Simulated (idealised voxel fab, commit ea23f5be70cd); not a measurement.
The process module presented herein is designated voxel plated lines.
The cross-section shown here is cut; it is 295 nm wide and divided into square cells measuring 5 nm on a side.
We lay out every cross-section as a grid of square cells and spell it out in bands from the top down, where one band means one or more rows of cells.
First you get the band's top height and its bottom height, in nm, and then the materials it's made of, left to right, with each width in nm. If you see a single material with "edge to edge", that one covers the band edge to edge. "empty" is empty space.
Heights are expressed relative to 0, this being the level below which the as-received wafer comprises one material exclusively. The lowest band is unbounded in the downward direction and is denoted as in "z 0 and below".
A width such as "30->40" changes by the same amount from each row of cells to the next, from the band's top row to its bottom row.
Given "remains unaltered" for a step, no cell of the cross-section differs between before and after that step.
Reported under the label "Closed cavities" are the empty spaces having no open way to the top and comprising 8 cells or more; the notation for each is width x height at distance, in which the distance is measured from the left edge and all three values are in nm.
Text after the settings on a step's line: the simulator's own remark on that step.
A step line may carry the setting "overlay nm", which, for steps involving a mask, states the distance by which the mask lay to the right of its intended position; negative values denote displacement to the left.

The steps planned for the process are as follows:
1. RECEIVE: material Si
2. CONFORMAL_DEP: material SiN, thk nm 5
3. DIRECTIONAL_DEP: material TiN, thk nm 5
4. PATTERN: tone open, mask id LINES, material resist, width nm 25, pitch nm 40, thk nm 40, overlay nm 0
5. EPI: material Ru, thk nm 10
6. EPI: material Ru, thk nm 5
7. EPI: material Ru, thk nm 5
8. STRIP: etch materials resist
9. DIRECTIONAL_ETCH: etch materials TiN, depth nm 5
10. CONFORMAL_DEP: material SiN, thk nm 10

Here's what the wafer looked like in cross-section when it arrived - that's after step 1:
z 0 and below = Si edge to edge
Closed cavities: none

Looking at the first of two wafers in cross-section at end of module - ran to plan:
z 40 to 30 = 85 empty | 125 SiN | 85 empty
z 30 to 15 = 85 empty | 10 SiN | 25 Ru | 15 SiN | 25 Ru | 15 SiN | 25 Ru | 10 SiN | 85 empty
z 15 to 10 = 95 SiN | 25 Ru | 15 SiN | 25 Ru | 15 SiN | 25 Ru | 95 SiN
z 10 to 5 = 95 SiN | 25 TiN | 15 SiN | 25 TiN | 15 SiN | 25 TiN | 95 SiN
z 5 to 0 = SiN edge to edge
z 0 and below = Si edge to edge
Closed cavities: none

This is the second of the two wafers, cross-sectioned at the end of the module; it started exactly like the first and was given the same plan, but it was run with one mistake:
z 15 to 0 = SiN edge to edge
z 0 and below = Si edge to edge
Closed cavities: none
So what did we get wrong on this run? with respect to the plan, step 3 was omitted and not executed
Materials where the second wafer ends with more or fewer cells than the first: Ru: 60 fewer | SiN: 50 fewer | TiN: 15 fewer
